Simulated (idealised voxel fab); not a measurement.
Title: Process Module voxel transistor to metal
Pictured: cross-section cut, 160 nm wide, on a grid of 5 nm square cells.
The cross-sections in this document take the form of a grid made of square cells. They are written out as bands, in order from top to bottom. Each band consists of one or more rows of cells. Per band: top height and bottom height in nm, followed by the left-to-right materials and their widths in nm; "throughout" marks a single material spanning edge to edge, "empty" marks empty space. Height reference: 0 = level under which incoming wafer is all one material. Lowest band: no bottom, runs on downward, e.g. "0 -> down". Width "30 to 40": first value at the band's top row of cells, second value at its bottom row, equal change from row to row. Where a step carries "no change", the cross-section came out of it unchanged, cell for cell. The list in "Encapsulated voids" covers empty spaces of 8 cells or more that cannot reach the top through any open way, and it gives each as width x height at distance; the distance is from the left edge, and width, height and distance are in nm. That trailing text on a step's line, after the settings, is the simulator's own remark on the step. overlay nm: where the mask lay relative to plan, measured to the right, on steps with a mask; negatives go left. Note: before/after cross-section pairs follow, one process step per pair, after-side truncated at the lowest changed band, step and settings given beneath. Different runs of this module on the same starting wafer may supply the pairs; a pair continues the one above only where the "Before-step section" entry says so.

Before-step section
    30 -> 25 | TiN=25 | empty=10 | TiN=85 | empty=10 | TiN=30
    25 -> 15 | SiO2=20 | TiN=5 | empty=10 | TiN=5 | SiO2=75 | TiN=5 | empty=10 | TiN=5 | SiO2=25
    15 -> 10 | SiO2=20 | TiN=5 | empty=5 | TiN=10 | SiO2=75 | TiN=10 | empty=5 | TiN=5 | SiO2=25
    10 -> 0 | SiO2=20 | TiN=5 | empty=5 | TiN=5 | pSi=20 | SiN=5 | SiCN=35 | SiN=5 | pSi=20 | TiN=5 | empty=5 | TiN=5 | SiO2=25
    0 -> -5 | SiO2=20 | TiN=15 | pSi=20 | SiN=5 | SiCN=35 | SiN=5 | pSi=20 | TiN=15 | SiO2=25
    -5 -> -10 | SiO2=10 | pSi=45 | SiO2=45 | pSi=45 | SiO2=15
    -10 -> -25 | SiO2=15 | pSi=40 | Si=45 | pSi=40 | SiO2=20
    -25 -> down | Si throughout
    Encapsulated voids: none

As Processed
    35 -> 30 | Ru throughout
    30 -> 25 | TiN=25 | Ru=10 | TiN=85 | Ru=10 | TiN=30
    25 -> 15 | SiO2=20 | TiN=5 | Ru=10 | TiN=5 | SiO2=75 | TiN=5 | Ru=10 | TiN=5 | SiO2=25
    15 -> 10 | SiO2=20 | TiN=5 | Ru=5 | TiN=10 | SiO2=75 | TiN=10 | Ru=5 | TiN=5 | SiO2=25
    10 -> 0 | SiO2=20 | TiN=5 | Ru=5 | TiN=5 | pSi=20 | SiN=5 | SiCN=35 | SiN=5 | pSi=20 | TiN=5 | Ru=5 | TiN=5 | SiO2=25
    Below 0, the layers are the same as they were.
    Encapsulated voids: none
Formally, the process step situated between the two cross-sections above is FILL_DEP with material Ru, thk nm 5

Before-step section: The structure entering this step is exactly what the pair just above shows after its step.

As Processed
    25 -> 15 | SiO2=20 | TiN=5 | Ru=10 | TiN=5 | SiO2=75 | TiN=5 | Ru=10 | TiN=5 | SiO2=25
    Below 15, the layers are the same as they were.
    Encapsulated voids: none
Formally, the process step situated between the two cross-sections above is CMP with height nm 25

Before-step section: The structure entering this step is exactly what the pair just above shows after its step.

As Processed
    30 -> 25 | TiN throughout
    Below 25, the layers are the same as they were.
    Encapsulated voids: none
Formally, the process step situated between the two cross-sections above is DIRECTIONAL_DEP with material TiN, thk nm 5

Before-step section: The structure entering this step is exactly what the pair just above shows after its step.

As Processed
    50 -> 30 | W throughout
    Below 30, the layers are the same as they were.
    Encapsulated voids: none
Formally, the process step situated between the two cross-sections above is DIRECTIONAL_DEP with material W, thk nm 20

Before-step section: The structure entering this step is exactly what the pair just above shows after its step.

As Processed
    50 -> 30 | empty=20 | W=20 | empty=75 | W=20 | empty=25
    Below 30, the layers are the same as they were.
    Encapsulated voids: none
Formally, the process step situated between the two cross-sections above is MASKED_ETCH with tone cover, mask id METAL_1, width nm 20, pitch nm 95, etch materials W, depth nm 20, overlay nm 0

Before-step section: The structure entering this step is exactly what the pair just above shows after its step.

As Processed
    50 -> 30 | empty=20 | W=20 | empty=75 | W=20 | empty=25
    30 -> 25 | empty=20 | TiN=20 | empty=75 | TiN=20 | empty=25
    Below 25, the layers are the same as they were.
    Encapsulated voids: none
Formally, the process step situated between the two cross-sections above is MASKED_ETCH with tone cover, mask id METAL_1, width nm 20, pitch nm 95, etch materials TiN, depth nm 5, overlay nm 0

Before-step section: The structure entering this step is exactly what the pair just above shows after its step.

As Processed
    55 -> 50 | empty=15 | SiCN=30 | empty=65 | SiCN=30 | empty=20
    50 -> 30 | empty=15 | SiCN=5 | W=20 | SiCN=5 | empty=65 | SiCN=5 | W=20 | SiCN=5 | empty=20
    30 -> 25 | SiCN=20 | TiN=20 | SiCN=75 | TiN=20 | SiCN=25
    Below 25, the layers are the same as they were.
    Encapsulated voids: none
Formally, the process step situated between the two cross-sections above is CONFORMAL_DEP with material SiCN, thk nm 5

Before-step section: The structure entering this step is exactly what the pair just above shows after its step.

As Processed
    65 -> 55 | lowk throughout
    55 -> 50 | lowk=15 | SiCN=30 | lowk=65 | SiCN=30 | lowk=20
    50 -> 30 | lowk=15 | SiCN=5 | W=20 | SiCN=5 | lowk=65 | SiCN=5 | W=20 | SiCN=5 | lowk=20
    Below 30, the layers are the same as they were.
    Encapsulated voids: none
Formally, the process step situated between the two cross-sections above is FILL_DEP with material lowk, thk nm 10

Before-step section: The structure entering this step is exactly what the pair just above shows after its step.

As Processed
    50 -> 30 | lowk=15 | SiCN=5 | W=20 | SiCN=5 | lowk=65 | SiCN=5 | W=20 | SiCN=5 | lowk=20
    Below 30, the layers are the same as they were.
    Encapsulated voids: none
Formally, the process step situated between the two cross-sections above is CMP with height nm 50

Before-step section: The structure entering this step is exactly what the pair just above shows after its step.

As Processed
    55 -> 50 | SiN throughout
    Below 50, the layers are the same as they were.
    Encapsulated voids: none
Formally, the process step situated between the two cross-sections above is CONFORMAL_DEP with material SiN, thk nm 5

Before-step section
    35 -> 20 | empty=55 | SiN=5 | SiCN=35 | SiN=5 | empty=60
    20 -> -5 | empty=55 | SiN=5 | polySi=35 | SiN=5 | empty=60
    -5 -> -10 | empty=55 | SiO2=45 | empty=60
    -10 -> -25 | SiO2=15 | empty=40 | Si=45 | empty=40 | SiO2=20
    -25 -> down | Si throughout
    Encapsulated voids: none

As Processed
    35 -> 20 | empty=55 | SiN=5 | SiCN=35 | SiN=5 | empty=60
    20 -> -5 | empty=55 | SiN=5 | polySi=35 | SiN=5 | empty=60
    -5 -> -10 | empty=55 | SiO2=45 | empty=60
    -10 -> -25 | SiO2=15 | empty=40 | Si=45 | empty=40 | SiO2=20
    -25 -> -40 | Si=15 | empty=40 | Si=45 | empty=40 | Si=20
    Below -40, the layers are the same as they were.
    Encapsulated voids: none
Formally, the process step situated between the two cross-sections above is DIRECTIONAL_ETCH with etch materials Si, depth nm 15

Before-step section: The structure entering this step is exactly what the pair just above shows after its step.

As Processed
    35 -> 20 | empty=55 | SiN=5 | SiCN=35 | SiN=5 | empty=60
    20 -> 10 | empty=55 | SiN=5 | polySi=35 | SiN=5 | empty=60
    10 -> -5 | empty=35 | pSi=20 | SiN=5 | polySi=35 | SiN=5 | pSi=20 | empty=40
    -5 -> -10 | empty=10 | pSi=45 | SiO2=45 | pSi=45 | empty=15
    -10 -> -25 | SiO2=15 | pSi=40 | Si=45 | pSi=40 | SiO2=20
    -25 -> -40 | Si=15 | pSi=40 | Si=45 | pSi=40 | Si=20
    Below -40, the layers are the same as they were.
    Encapsulated voids: none
Formally, the process step situated between the two cross-sections above is EPI with material pSi, thk nm 20

Before-step section: The structure entering this step is exactly what the pair just above shows after its step.

As Processed
    45 -> 35 | SiO2 throughout
    35 -> 20 | SiO2=55 | SiN=5 | SiCN=35 | SiN=5 | SiO2=60
    20 -> 10 | SiO2=55 | SiN=5 | polySi=35 | SiN=5 | SiO2=60
    10 -> -5 | SiO2=35 | pSi=20 | SiN=5 | polySi=35 | SiN=5 | pSi=20 | SiO2=40
    -5 -> -10 | SiO2=10 | pSi=45 | SiO2=45 | pSi=45 | SiO2=15
    Below -10, the layers are the same as they were.
    Encapsulated voids: none
Formally, the process step situated between the two cross-sections above is FILL_DEP with material SiO2, thk nm 10

Before-step section: The structure entering this step is exactly what the pair just above shows after its step.

As Processed
    20 -> 10 | SiO2=55 | SiN=5 | polySi=35 | SiN=5 | SiO2=60
    Below 10, the layers are the same as they were.
    Encapsulated voids: none
Formally, the process step situated between the two cross-sections above is CMP with height nm 20

Before-step section: The structure entering this step is exactly what the pair just above shows after its step.

As Processed
    20 -> 10 | SiO2=55 | SiN=5 | empty=35 | SiN=5 | SiO2=60
    10 -> -5 | SiO2=35 | pSi=20 | SiN=5 | empty=35 | SiN=5 | pSi=20 | SiO2=40
    Below -5, the layers are the same as they were.
    Encapsulated voids: none
Formally, the process step situated between the two cross-sections above is STRIP with etch materials polySi

Before-step section: The structure entering this step is exactly what the pair just above shows after its step.

As Processed
    20 -> 15 | empty=55 | SiN=5 | empty=35 | SiN=5 | empty=60
    15 -> 10 | SiO2=55 | SiN=5 | empty=35 | SiN=5 | SiO2=60
    10 -> -5 | SiO2=35 | pSi=20 | SiN=5 | empty=35 | SiN=5 | pSi=20 | SiO2=40
    -5 -> -10 | SiO2=10 | pSi=45 | empty=45 | pSi=45 | SiO2=15
    Below -10, the layers are the same as they were.
    Encapsulated voids: none
Formally, the process step situated between the two cross-sections above is SELECTIVE_ETCH with etch materials SiO2, depth nm 5

Before-step section: The structure entering this step is exactly what the pair just above shows after its step.

As Processed
    25 -> 20 | empty=50 | HfO2=15 | empty=25 | HfO2=15 | empty=55
    20 -> 15 | HfO2=55 | SiN=5 | HfO2=5 | empty=25 | HfO2=5 | SiN=5 | HfO2=60
    15 -> 10 | SiO2=55 | SiN=5 | HfO2=5 | empty=25 | HfO2=5 | SiN=5 | SiO2=60
    10 -> -5 | SiO2=35 | pSi=20 | SiN=5 | HfO2=5 | empty=25 | HfO2=5 | SiN=5 | pSi=20 | SiO2=40
    -5 -> -10 | SiO2=10 | pSi=45 | HfO2=45 | pSi=45 | SiO2=15
    Below -10, the layers are the same as they were.
    Encapsulated voids: none
Formally, the process step situated between the two cross-sections above is CONFORMAL_DEP with material HfO2, thk nm 5

Before-step section: The structure entering this step is exactly what the pair just above shows after its step.

As Processed
    30 -> 25 | empty=45 | TiN=25 | empty=15 | TiN=25 | empty=50
    25 -> 20 | TiN=50 | HfO2=15 | TiN=5 | empty=15 | TiN=5 | HfO2=15 | TiN=55
    20 -> 15 | HfO2=55 | SiN=5 | HfO2=5 | TiN=5 | empty=15 | TiN=5 | HfO2=5 | SiN=5 | HfO2=60
    15 -> 10 | SiO2=55 | SiN=5 | HfO2=5 | TiN=5 | empty=15 | TiN=5 | HfO2=5 | SiN=5 | SiO2=60
    10 -> 0 | SiO2=35 | pSi=20 | SiN=5 | HfO2=5 | TiN=5 | empty=15 | TiN=5 | HfO2=5 | SiN=5 | pSi=20 | SiO2=40
    0 -> -5 | SiO2=35 | pSi=20 | SiN=5 | HfO2=5 | TiN=25 | HfO2=5 | SiN=5 | pSi=20 | SiO2=40
    Below -5, the layers are the same as they were.
    Encapsulated voids: none
Formally, the process step situated between the two cross-sections above is CONFORMAL_DEP with material TiN, thk nm 5

Before-step section: The structure entering this step is exactly what the pair just above shows after its step.

As Processed
    35 -> 30 | W throughout
    30 -> 25 | W=45 | TiN=25 | W=15 | TiN=25 | W=50
    25 -> 20 | TiN=50 | HfO2=15 | TiN=5 | W=15 | TiN=5 | HfO2=15 | TiN=55
    20 -> 15 | HfO2=55 | SiN=5 | HfO2=5 | TiN=5 | W=15 | TiN=5 | HfO2=5 | SiN=5 | HfO2=60
    15 -> 10 | SiO2=55 | SiN=5 | HfO2=5 | TiN=5 | W=15 | TiN=5 | HfO2=5 | SiN=5 | SiO2=60
    10 -> 0 | SiO2=35 | pSi=20 | SiN=5 | HfO2=5 | TiN=5 | W=15 | TiN=5 | HfO2=5 | SiN=5 | pSi=20 | SiO2=40
    Below 0, the layers are the same as they were.
    Encapsulated voids: none
Formally, the process step situated between the two cross-sections above is FILL_DEP with material W, thk nm 5

Before-step section: The structure entering this step is exactly what the pair just above shows after its step.

As Processed
    15 -> 10 | SiO2=55 | SiN=5 | HfO2=5 | TiN=5 | W=15 | TiN=5 | HfO2=5 | SiN=5 | SiO2=60
    Below 10, the layers are the same as they were.
    Encapsulated voids: none
Formally, the process step situated between the two cross-sections above is CMP with height nm 15

Before-step section: The structure entering this step is exactly what the pair just above shows after its step.

As Processed
    25 -> 15 | SiO2 throughout
    Below 15, the layers are the same as they were.
    Encapsulated voids: none
Formally, the process step situated between the two cross-sections above is DIRECTIONAL_DEP with material SiO2, thk nm 10

Before-step section: The structure entering this step is exactly what the pair just above shows after its step.

As Processed
    35 -> 25 | aC throughout
    Below 25, the layers are the same as they were.
    Encapsulated voids: none
Formally, the process step situated between the two cross-sections above is DIRECTIONAL_DEP with material aC, thk nm 10

Before-step section: The structure entering this step is exactly what the pair just above shows after its step.

As Processed
    60 -> 35 | resist=20 | empty=20 | resist=75 | empty=20 | resist=25
    Below 35, the layers are the same as they were.
    Encapsulated voids: none
Formally, the process step situated between the two cross-sections above is PATTERN with tone open, mask id CONTACT, material resist, width nm 20, pitch nm 95, thk nm 25, overlay nm 0

Before-step section: The structure entering this step is exactly what the pair just above shows after its step.

As Processed
    50 -> 35 | resist=20 | empty=20 | resist=75 | empty=20 | resist=25
    35 -> 25 | aC=20 | empty=20 | aC=75 | empty=20 | aC=25
    Below 25, the layers are the same as they were.
    Encapsulated voids: none
Formally, the process step situated between the two cross-sections above is DIRECTIONAL_ETCH with etch materials aC, depth nm 10

Before-step section: The structure entering this step is exactly what the pair just above shows after its step.

As Processed
    35 -> 25 | aC=20 | empty=20 | aC=75 | empty=20 | aC=25
    Below 25, the layers are the same as they were.
    Encapsulated voids: none
Formally, the process step situated between the two cross-sections above is STRIP with etch materials resist

Before-step section: The structure entering this step is exactly what the pair just above shows after its step.

As Processed
    35 -> 25 | aC=20 | empty=20 | aC=75 | empty=20 | aC=25
    25 -> 15 | SiO2=20 | empty=20 | SiO2=75 | empty=20 | SiO2=25
    15 -> 10 | SiO2=20 | empty=20 | SiO2=15 | SiN=5 | HfO2=5 | TiN=5 | W=15 | TiN=5 | HfO2=5 | SiN=5 | SiO2=15 | empty=20 | SiO2=25
    10 -> 0 | SiO2=20 | empty=15 | pSi=20 | SiN=5 | HfO2=5 | TiN=5 | W=15 | TiN=5 | HfO2=5 | SiN=5 | pSi=20 | empty=15 | SiO2=25
    0 -> -5 | SiO2=20 | empty=15 | pSi=20 | SiN=5 | HfO2=5 | TiN=25 | HfO2=5 | SiN=5 | pSi=20 | empty=15 | SiO2=25
    Below -5, the layers are the same as they were.
    Encapsulated voids: none
Formally, the process step situated between the two cross-sections above is DIRECTIONAL_ETCH with etch materials SiO2, depth nm 30

Before-step section: The structure entering this step is exactly what the pair just above shows after its step.

As Processed
    25 -> 15 | SiO2=20 | empty=20 | SiO2=75 | empty=20 | SiO2=25
    Below 15, the layers are the same as they were.
    Encapsulated voids: none
Formally, the process step situated between the two cross-sections above is STRIP with etch materials aC

Before-step section: The structure entering this step is exactly what the pair just above shows after its step.

As Processed
    30 -> 25 | TiN=25 | empty=10 | TiN=85 | empty=10 | TiN=30
    25 -> 15 | SiO2=20 | TiN=5 | empty=10 | TiN=5 | SiO2=75 | TiN=5 | empty=10 | TiN=5 | SiO2=25
    15 -> 10 | SiO2=20 | TiN=5 | empty=5 | TiN=10 | SiO2=15 | SiN=5 | HfO2=5 | TiN=5 | W=15 | TiN=5 | HfO2=5 | SiN=5 | SiO2=15 | TiN=10 | empty=5 | TiN=5 | SiO2=25
    10 -> 0 | SiO2=20 | TiN=5 | empty=5 | TiN=5 | pSi=20 | SiN=5 | HfO2=5 | TiN=5 | W=15 | TiN=5 | HfO2=5 | SiN=5 | pSi=20 | TiN=5 | empty=5 | TiN=5 | SiO2=25
    0 -> -5 | SiO2=20 | TiN=15 | pSi=20 | SiN=5 | HfO2=5 | TiN=25 | HfO2=5 | SiN=5 | pSi=20 | TiN=15 | SiO2=25
    Below -5, the layers are the same as they were.
    Encapsulated voids: none
Formally, the process step situated between the two cross-sections above is CONFORMAL_DEP with material TiN, thk nm 5

Before-step section: The structure entering this step is exactly what the pair just above shows after its step.

As Processed
    35 -> 30 | Ru throughout
    30 -> 25 | TiN=25 | Ru=10 | TiN=85 | Ru=10 | TiN=30
    25 -> 15 | SiO2=20 | TiN=5 | Ru=10 | TiN=5 | SiO2=75 | TiN=5 | Ru=10 | TiN=5 | SiO2=25
    15 -> 10 | SiO2=20 | TiN=5 | Ru=5 | TiN=10 | SiO2=15 | SiN=5 | HfO2=5 | TiN=5 | W=15 | TiN=5 | HfO2=5 | SiN=5 | SiO2=15 | TiN=10 | Ru=5 | TiN=5 | SiO2=25
    10 -> 0 | SiO2=20 | TiN=5 | Ru=5 | TiN=5 | pSi=20 | SiN=5 | HfO2=5 | TiN=5 | W=15 | TiN=5 | HfO2=5 | SiN=5 | pSi=20 | TiN=5 | Ru=5 | TiN=5 | SiO2=25
    Below 0, the layers are the same as they were.
    Encapsulated voids: none
Formally, the process step situated between the two cross-sections above is FILL_DEP with material Ru, thk nm 5

Before-step section: The structure entering this step is exactly what the pair just above shows after its step.

As Processed
    25 -> 15 | SiO2=20 | TiN=5 | Ru=10 | TiN=5 | SiO2=75 | TiN=5 | Ru=10 | TiN=5 | SiO2=25
    Below 15, the layers are the same as they were.
    Encapsulated voids: none
Formally, the process step situated between the two cross-sections above is CMP with height nm 25

Before-step section: The structure entering this step is exactly what the pair just above shows after its step.

As Processed
    30 -> 25 | TiN throughout
    Below 25, the layers are the same as they were.
    Encapsulated voids: none
Formally, the process step situated between the two cross-sections above is DIRECTIONAL_DEP with material TiN, thk nm 5

Before-step section: The structure entering this step is exactly what the pair just above shows after its step.

As Processed
    50 -> 30 | W throughout
    Below 30, the layers are the same as they were.
    Encapsulated voids: none
Formally, the process step situated between the two cross-sections above is DIRECTIONAL_DEP with material W, thk nm 20

Before-step section: The structure entering this step is exactly what the pair just above shows after its step.

As Processed
    50 -> 30 | empty=20 | W=20 | empty=75 | W=20 | empty=25
    Below 30, the layers are the same as they were.
    Encapsulated voids: none
Formally, the process step situated between the two cross-sections above is MASKED_ETCH with tone cover, mask id METAL_1, width nm 20, pitch nm 95, etch materials W, depth nm 20, overlay nm 0

Before-step section: The structure entering this step is exactly what the pair just above shows after its step.

As Processed
    50 -> 30 | empty=20 | W=20 | empty=75 | W=20 | empty=25
    30 -> 25 | empty=20 | TiN=20 | empty=75 | TiN=20 | empty=25
    Below 25, the layers are the same as they were.
    Encapsulated voids: none
Formally, the process step situated between the two cross-sections above is MASKED_ETCH with tone cover, mask id METAL_1, width nm 20, pitch nm 95, etch materials TiN, depth nm 5, overlay nm 0

Before-step section: The structure entering this step is exactly what the pair just above shows after its step.

As Processed
    55 -> 50 | empty=15 | SiCN=30 | empty=65 | SiCN=30 | empty=20
    50 -> 30 | empty=15 | SiCN=5 | W=20 | SiCN=5 | empty=65 | SiCN=5 | W=20 | SiCN=5 | empty=20
    30 -> 25 | SiCN=20 | TiN=20 | SiCN=75 | TiN=20 | SiCN=25
    Below 25, the layers are the same as they were.
    Encapsulated voids: none
Formally, the process step situated between the two cross-sections above is CONFORMAL_DEP with material SiCN, thk nm 5

Before-step section: The structure entering this step is exactly what the pair just above shows after its step.

As Processed
    65 -> 55 | lowk throughout
    55 -> 50 | lowk=15 | SiCN=30 | lowk=65 | SiCN=30 | lowk=20
    50 -> 30 | lowk=15 | SiCN=5 | W=20 | SiCN=5 | lowk=65 | SiCN=5 | W=20 | SiCN=5 | lowk=20
    Below 30, the layers are the same as they were.
    Encapsulated voids: none
Formally, the process step situated between the two cross-sections above is FILL_DEP with material lowk, thk nm 10

Before-step section: The structure entering this step is exactly what the pair just above shows after its step.

As Processed
    50 -> 30 | lowk=15 | SiCN=5 | W=20 | SiCN=5 | lowk=65 | SiCN=5 | W=20 | SiCN=5 | lowk=20
    Below 30, the layers are the same as they were.
    Encapsulated voids: none
Formally, the process step situated between the two cross-sections above is CMP with height nm 50

Before-step section: The structure entering this step is exactly what the pair just above shows after its step.

As Processed
    55 -> 50 | SiN throughout
    Below 50, the layers are the same as they were.
    Encapsulated voids: none
Formally, the process step situated between the two cross-sections above is CONFORMAL_DEP with material SiN, thk nm 5

Before-step section
    25 -> 15 | SiO2=20 | TiN=5 | Ru=10 | TiN=5 | SiO2=75 | TiN=5 | Ru=10 | TiN=5 | SiO2=25
    15 -> 10 | SiO2=20 | TiN=5 | Ru=5 | TiN=10 | SiO2=15 | SiN=5 | HfO2=5 | TiN=5 | W=15 | TiN=5 | HfO2=5 | SiN=5 | SiO2=15 | TiN=10 | Ru=5 | TiN=5 | SiO2=25
    10 -> 0 | SiO2=20 | TiN=5 | Ru=5 | TiN=5 | pSi=20 | SiN=5 | HfO2=5 | TiN=5 | W=15 | TiN=5 | HfO2=5 | SiN=5 | pSi=20 | TiN=5 | Ru=5 | TiN=5 | SiO2=25
    0 -> -5 | SiO2=20 | TiN=15 | pSi=20 | SiN=5 | HfO2=5 | TiN=25 | HfO2=5 | SiN=5 | pSi=20 | TiN=15 | SiO2=25
    -5 -> -10 | SiO2=10 | pSi=45 | HfO2=45 | pSi=45 | SiO2=15
    -10 -> -25 | SiO2=15 | pSi=40 | Si=45 | pSi=40 | SiO2=20
    -25 -> down | Si throughout
    Encapsulated voids: none

As Processed
    45 -> 25 | W throughout
    Below 25, the layers are the same as they were.
    Encapsulated voids: none
Formally, the process step situated between the two cross-sections above is DIRECTIONAL_DEP with material W, thk nm 20

Before-step section: The structure entering this step is exactly what the pair just above shows after its step.

As Processed
    50 -> 45 | TiN throughout
    Below 45, the layers are the same as they were.
    Encapsulated voids: none
Formally, the process step situated between the two cross-sections above is DIRECTIONAL_DEP with material TiN, thk nm 5

Before-step section: The structure entering this step is exactly what the pair just above shows after its step.

As Processed
    50 -> 45 | empty=20 | TiN=20 | empty=75 | TiN=20 | empty=25
    Below 45, the layers are the same as they were.
    Encapsulated voids: none
Formally, the process step situated between the two cross-sections above is MASKED_ETCH with tone cover, mask id METAL_1, width nm 20, pitch nm 95, etch materials TiN, depth nm 5, overlay nm 0

Before-step section: The structure entering this step is exactly what the pair just above shows after its step.

As Processed
    55 -> 50 | empty=15 | SiCN=30 | empty=65 | SiCN=30 | empty=20
    50 -> 45 | SiCN=20 | TiN=20 | SiCN=75 | TiN=20 | SiCN=25
    Below 45, the layers are the same as they were.
    Encapsulated voids: none
Formally, the process step situated between the two cross-sections above is CONFORMAL_DEP with material SiCN, thk nm 5

Before-step section: The structure entering this step is exactly what the pair just above shows after its step.

As Processed
    65 -> 55 | lowk throughout
    55 -> 50 | lowk=15 | SiCN=30 | lowk=65 | SiCN=30 | lowk=20
    Below 50, the layers are the same as they were.
    Encapsulated voids: none
Formally, the process step situated between the two cross-sections above is FILL_DEP with material lowk, thk nm 10

Before-step section: The structure entering this step is exactly what the pair just above shows after its step.

As Processed
    50 -> 45 | SiCN=20 | TiN=20 | SiCN=75 | TiN=20 | SiCN=25
    Below 45, the layers are the same as they were.
    Encapsulated voids: none
Formally, the process step situated between the two cross-sections above is CMP with height nm 50

Before-step section: The structure entering this step is exactly what the pair just above shows after its step.

As Processed
    55 -> 50 | SiN throughout
    Below 50, the layers are the same as they were.
    Encapsulated voids: none
Formally, the process step situated between the two cross-sections above is CONFORMAL_DEP with material SiN, thk nm 5

Before-step section
    25 -> 15 | SiO2=20 | TiN=5 | Ru=10 | TiN=5 | SiO2=75 | TiN=5 | Ru=10 | TiN=5 | SiO2=25
    15 -> 10 | SiO2=20 | TiN=5 | Ru=5 | TiN=10 | SiO2=15 | SiN=5 | HfO2=5 | TiN=5 | W=15 | TiN=5 | HfO2=5 | SiN=5 | SiO2=15 | TiN=10 | Ru=5 | TiN=5 | SiO2=25
    10 -> 0 | SiO2=20 | TiN=5 | Ru=5 | TiN=5 | pSi=20 | SiN=5 | HfO2=5 | TiN=5 | W=15 | TiN=5 | HfO2=5 | SiN=5 | pSi=20 | TiN=5 | Ru=5 | TiN=5 | SiO2=25
    0 -> -5 | SiO2=20 | TiN=15 | pSi=20 | SiN=5 | HfO2=5 | TiN=25 | HfO2=5 | SiN=5 | pSi=20 | TiN=15 | SiO2=25
    -5 -> -10 | SiO2=10 | pSi=45 | HfO2=45 | pSi=45 | SiO2=15
    -10 -> -25 | SiO2=15 | pSi=40 | Si=45 | pSi=40 | SiO2=20
    -25 -> down | Si throughout
    Encapsulated voids: none

As Processed
    40 -> 25 | TiN throughout
    Below 25, the layers are the same as they were.
    Encapsulated voids: none
Formally, the process step situated between the two cross-sections above is DIRECTIONAL_DEP with material TiN, thk nm 15

Before-step section: The structure entering this step is exactly what the pair just above shows after its step.

As Processed
    60 -> 40 | W throughout
    Below 40, the layers are the same as they were.
    Encapsulated voids: none
Formally, the process step situated between the two cross-sections above is DIRECTIONAL_DEP with material W, thk nm 20

Before-step section: The structure entering this step is exactly what the pair just above shows after its step.

As Processed
    60 -> 40 | empty=20 | W=20 | empty=75 | W=20 | empty=25
    Below 40, the layers are the same as they were.
    Encapsulated voids: none
Formally, the process step situated between the two cross-sections above is MASKED_ETCH with tone cover, mask id METAL_1, width nm 20, pitch nm 95, etch materials W, depth nm 20, overlay nm 0

Before-step section: The structure entering this step is exactly what the pair just above shows after its step.

As Processed
    60 -> 40 | empty=20 | W=20 | empty=75 | W=20 | empty=25
    40 -> 35 | empty=20 | TiN=20 | empty=75 | TiN=20 | empty=25
    Below 35, the layers are the same as they were.
    Encapsulated voids: none
Formally, the process step situated between the two cross-sections above is MASKED_ETCH with tone cover, mask id METAL_1, width nm 20, pitch nm 95, etch materials TiN, depth nm 5, overlay nm 0

Before-step section: The structure entering this step is exactly what the pair just above shows after its step.

As Processed
    65 -> 60 | empty=15 | SiCN=30 | empty=65 | SiCN=30 | empty=20
    60 -> 40 | empty=15 | SiCN=5 | W=20 | SiCN=5 | empty=65 | SiCN=5 | W=20 | SiCN=5 | empty=20
    40 -> 35 | SiCN=20 | TiN=20 | SiCN=75 | TiN=20 | SiCN=25
    Below 35, the layers are the same as they were.
    Encapsulated voids: none
Formally, the process step situated between the two cross-sections above is CONFORMAL_DEP with material SiCN, thk nm 5

Before-step section: The structure entering this step is exactly what the pair just above shows after its step.

As Processed
    75 -> 65 | lowk throughout
    65 -> 60 | lowk=15 | SiCN=30 | lowk=65 | SiCN=30 | lowk=20
    60 -> 40 | lowk=15 | SiCN=5 | W=20 | SiCN=5 | lowk=65 | SiCN=5 | W=20 | SiCN=5 | lowk=20
    Below 40, the layers are the same as they were.
    Encapsulated voids: none
Formally, the process step situated between the two cross-sections above is FILL_DEP with material lowk, thk nm 10

Before-step section: The structure entering this step is exactly what the pair just above shows after its step.

As Processed
    50 -> 40 | lowk=15 | SiCN=5 | W=20 | SiCN=5 | lowk=65 | SiCN=5 | W=20 | SiCN=5 | lowk=20
    Below 40, the layers are the same as they were.
    Encapsulated voids: none
Formally, the process step situated between the two cross-sections above is CMP with height nm 50

Before-step section: The structure entering this step is exactly what the pair just above shows after its step.

As Processed
    55 -> 50 | SiN throughout
    Below 50, the layers are the same as they were.
    Encapsulated voids: none
Formally, the process step situated between the two cross-sections above is CONFORMAL_DEP with material SiN, thk nm 5

Before-step section
    50 -> 30 | W throughout
    30 -> 25 | TiN throughout
    25 -> 15 | SiO2=20 | TiN=5 | Ru=10 | TiN=5 | SiO2=75 | TiN=5 | Ru=10 | TiN=5 | SiO2=25
    15 -> 10 | SiO2=20 | TiN=5 | Ru=5 | TiN=10 | SiO2=15 | SiN=5 | HfO2=5 | TiN=5 | W=15 | TiN=5 | HfO2=5 | SiN=5 | SiO2=15 | TiN=10 | Ru=5 | TiN=5 | SiO2=25
    10 -> 0 | SiO2=20 | TiN=5 | Ru=5 | TiN=5 | pSi=20 | SiN=5 | HfO2=5 | TiN=5 | W=15 | TiN=5 | HfO2=5 | SiN=5 | pSi=20 | TiN=5 | Ru=5 | TiN=5 | SiO2=25
    0 -> -5 | SiO2=20 | TiN=15 | pSi=20 | SiN=5 | HfO2=5 | TiN=25 | HfO2=5 | SiN=5 | pSi=20 | TiN=15 | SiO2=25
    -5 -> -10 | SiO2=10 | pSi=45 | HfO2=45 | pSi=45 | SiO2=15
    -10 -> -25 | SiO2=15 | pSi=40 | Si=45 | pSi=40 | SiO2=20
    -25 -> down | Si throughout
    Encapsulated voids: none

As Processed
    50 -> 30 | empty=20 | W=25 | empty=70 | W=25 | empty=20
    Below 30, the layers are the same as they were.
    Encapsulated voids: none
Formally, the process step situated between the two cross-sections above is MASKED_ETCH with tone cover, mask id METAL_1, width nm 25, pitch nm 95, etch materials W, depth nm 20, overlay nm 0

Before-step section: The structure entering this step is exactly what the pair just above shows after its step.

As Processed
    50 -> 30 | empty=20 | W=25 | empty=70 | W=25 | empty=20
    30 -> 25 | empty=20 | TiN=25 | empty=70 | TiN=25 | empty=20
    Below 25, the layers are the same as they were.
    Encapsulated voids: none
Formally, the process step situated between the two cross-sections above is MASKED_ETCH with tone cover, mask id METAL_1, width nm 20, pitch nm 95, etch materials TiN, depth nm 5, overlay nm 0

Before-step section: The structure entering this step is exactly what the pair just above shows after its step.

As Processed
    55 -> 50 | empty=15 | SiCN=35 | empty=60 | SiCN=35 | empty=15
    50 -> 30 | empty=15 | SiCN=5 | W=25 | SiCN=5 | empty=60 | SiCN=5 | W=25 | SiCN=5 | empty=15
    30 -> 25 | SiCN=20 | TiN=25 | SiCN=70 | TiN=25 | SiCN=20
    Below 25, the layers are the same as they were.
    Encapsulated voids: none
Formally, the process step situated between the two cross-sections above is CONFORMAL_DEP with material SiCN, thk nm 5
